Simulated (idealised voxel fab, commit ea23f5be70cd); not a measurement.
process module | voxel transistor to metal
cross-section cut | 170 nm wide | cells 5 nm
A cross-section is a grid of square cells, given in bands from the top down. A band is one or more rows of cells.
Each band's line starts with the height of the band's top and of its bottom, in nm. Then come its materials from left to right, each with its width in nm. One material with "throughout" fills the band from edge to edge. "air" is empty space.
Height 0 is the level under which the wafer as received is all one material. The lowest band goes on downwards, as in "0 down".
A width such as "30 to 40" changes by the same amount from each row of cells to the next, from the band's top row to its bottom row.
"no change" after a step means that no cell of the cross-section changed.
closed voids: empty space of 8 cells or more with no open way to the top, each as width x height at its distance from the left edge, in nm
after a step's settings: what the simulator itself notes on the step
overlay nm, on a step with a mask: how far to the right of its planned place the mask lay; to the left if negative
plan
1 op RECEIVE | material Si
2 op OXIDIZE | depth nm 5
3 op CONFORMAL_DEP | material SiN | thk nm 10
4 op MASKED_ETCH | tone cover | mask id ACTIVE | width nm 100 | etch materials SiN | depth nm 10 | overlay nm 0
5 op MASKED_ETCH | tone cover | mask id ACTIVE | width nm 100 | etch materials SiO2 | depth nm 5 | overlay nm 0
6 op MASKED_ETCH | tone cover | mask id ACTIVE | width nm 100 | etch materials Si | depth nm 30 | overlay nm 0
7 op FILL_DEP | material SiO2 | thk nm 10
8 op CMP | height nm 10
9 op SELECTIVE_ETCH | etch materials SiO2 | depth nm 10
10 op STRIP | etch materials SiN
11 op SELECTIVE_ETCH | etch materials SiO2 | depth nm 5
12 op OXIDIZE | depth nm 5
13 op DIRECTIONAL_DEP | material polySi | thk nm 30
14 op DIRECTIONAL_DEP | material SiCN | thk nm 10
15 op PATTERN | tone cover | mask id GATE | material resist | width nm 30 | thk nm 15 | overlay nm 0
16 op DIRECTIONAL_ETCH | etch materials SiCN | depth nm 20
17 op DIRECTIONAL_ETCH | etch materials polySi | depth nm 40
18 op STRIP | etch materials resist
19 op CONFORMAL_DEP | material SiO2 | thk nm 5
20 op DIRECTIONAL_ETCH | etch materials SiO2 | depth nm 5
21 op CONFORMAL_DEP | material SiN | thk nm 10
22 op DIRECTIONAL_ETCH | etch materials SiN | depth nm 10
23 op DIRECTIONAL_ETCH | etch materials SiO2 | depth nm 5
24 op DIRECTIONAL_ETCH | etch materials Si | depth nm 10
25 op EPI | material nSi | thk nm 10
26 op FILL_DEP | material SiO2 | thk nm 10
27 op CMP | height nm 25
28 op STRIP | etch materials polySi
29 op SELECTIVE_ETCH | etch materials SiO2 | depth nm 5
30 op CONFORMAL_DEP | material HfO2 | thk nm 5
31 op CONFORMAL_DEP | material TiN | thk nm 5
32 op FILL_DEP | material W | thk nm 10
33 op CMP | height nm 20
34 op DIRECTIONAL_DEP | material SiO2 | thk nm 15
35 op PATTERN | tone open | mask id CONTACT | material resist | width nm 15 | pitch nm 75 | thk nm 20 | overlay nm 0
36 op DIRECTIONAL_ETCH | etch materials SiO2 | depth nm 45
37 op STRIP | etch materials resist
38 op CONFORMAL_DEP | material TiN | thk nm 5
39 op FILL_DEP | material W | thk nm 5
40 op CMP | height nm 35
41 op CONFORMAL_DEP | material SiN | thk nm 5
42 op DIRECTIONAL_DEP | material lowk | thk nm 20
43 op MASKED_ETCH | tone open | mask id METAL_1 | width nm 15 | pitch nm 75 | etch materials lowk | depth nm 20 | overlay nm 0
44 op MASKED_ETCH | tone open | mask id METAL_1 | width nm 15 | pitch nm 75 | etch materials SiN | depth nm 5 | overlay nm 0
45 op CONFORMAL_DEP | material TiN | thk nm 5
46 op FILL_DEP | material Ru | thk nm 10
47 op CMP | height nm 60
48 op EPI | material Ru | thk nm 5
49 op FILL_DEP | material SiCN | thk nm 5
50 op DIRECTIONAL_DEP | material lowk | thk nm 25
51 op MASKED_ETCH | tone open | mask id METAL_2 | width nm 15 | pitch nm 75 | etch materials lowk | depth nm 15 | overlay nm 0
52 op MASKED_ETCH | tone open | mask id METAL_2_HOLES | width nm 15 | pitch nm 75 | etch materials lowk | depth nm 10 | overlay nm 0
53 op MASKED_ETCH | tone open | mask id METAL_2_HOLES | width nm 15 | pitch nm 75 | etch materials SiCN | depth nm 5 | overlay nm 0
54 op CONFORMAL_DEP | material TiN | thk nm 5
55 op FILL_DEP | material Cu | thk nm 10
56 op CMP | height nm 95
57 op CONFORMAL_DEP | material SiCN | thk nm 5
as received, after step 1
  0 down: Si throughout
  closed voids: none
first wafer at the end, as planned
  100 to 95: SiCN throughout
  95 to 70: lowk 40 | TiN 5 | Cu 5 | TiN 5 | lowk 60 | TiN 5 | Cu 5 | TiN 5 | lowk 40
  70 to 65: SiCN 40 | TiN 15 | SiCN 60 | TiN 15 | SiCN 40
  65 to 60: SiCN 35 | Ru 25 | SiCN 50 | Ru 25 | SiCN 35
  60 to 40: lowk 40 | TiN 5 | Ru 5 | TiN 5 | lowk 60 | TiN 5 | Ru 5 | TiN 5 | lowk 40
  40 to 35: SiN 40 | TiN 15 | SiN 60 | TiN 15 | SiN 40
  35 to 20: SiO2 40 | TiN 5 | W 5 | TiN 5 | SiO2 60 | TiN 5 | W 5 | TiN 5 | SiO2 40
  20 to 5: SiO2 40 | TiN 5 | W 5 | TiN 5 | SiN 10 | HfO2 5 | TiN 5 | W 20 | TiN 5 | HfO2 5 | SiN 10 | TiN 5 | W 5 | TiN 5 | SiO2 40
  5 to 0: SiO2 40 | TiN 15 | SiN 10 | HfO2 5 | TiN 5 | W 20 | TiN 5 | HfO2 5 | SiN 10 | TiN 15 | SiO2 40
  0 to -5: SiO2 40 | TiN 5 | nSi 10 | SiN 10 | HfO2 5 | TiN 30 | HfO2 5 | SiN 10 | nSi 10 | TiN 5 | SiO2 40
  -5 to -10: SiO2 40 | TiN 5 | nSi 10 | SiO2 10 | HfO2 40 | SiO2 10 | nSi 10 | TiN 5 | SiO2 40
  -10 to -20: SiO2 35 | nSi 20 | Si 60 | nSi 20 | SiO2 35
  -20 to -35: SiO2 35 | Si 100 | SiO2 35
  -35 down: Si throughout
  closed voids: none
second wafer at the end: like start, like plan, one mistake
  100 to 95: SiCN throughout
  95 to 70: lowk 40 | TiN 5 | Cu 5 | TiN 5 | lowk 60 | TiN 5 | Cu 5 | TiN 5 | lowk 40
  70 to 65: SiCN 40 | TiN 15 | SiCN 60 | TiN 15 | SiCN 40
  65 to 60: SiCN 35 | Ru 25 | SiCN 50 | Ru 25 | SiCN 35
  60 to 40: lowk 40 | TiN 5 | Ru 5 | TiN 5 | lowk 60 | TiN 5 | Ru 5 | TiN 5 | lowk 40
  40 to 35: SiN 40 | TiN 15 | SiN 60 | TiN 15 | SiN 40
  35 to 20: SiO2 40 | TiN 5 | W 5 | TiN 5 | SiO2 60 | TiN 5 | W 5 | TiN 5 | SiO2 40
  20 to 0: SiO2 40 | TiN 5 | W 5 | TiN 5 | SiO2 10 | HfO2 5 | TiN 5 | W 20 | TiN 5 | HfO2 5 | SiO2 10 | TiN 5 | W 5 | TiN 5 | SiO2 40
  0 to -5: SiO2 40 | TiN 5 | W 5 | TiN 5 | nSi 10 | HfO2 5 | TiN 30 | HfO2 5 | nSi 10 | TiN 5 | W 5 | TiN 5 | SiO2 40
  -5 to -10: SiO2 40 | TiN 15 | nSi 10 | HfO2 40 | nSi 10 | TiN 15 | SiO2 40
  -10 to -20: SiO2 35 | nSi 30 | Si 40 | nSi 30 | SiO2 35
  -20 to -35: SiO2 35 | Si 100 | SiO2 35
  -35 down: Si throughout
  closed voids: none
what went wrong: step 21 was left out
at the end the second wafer has, in cells: 8 fewer of Si | 20 fewer of SiN | 12 more of SiO2 | 4 more of TiN | 4 more of W | 8 more of nSi
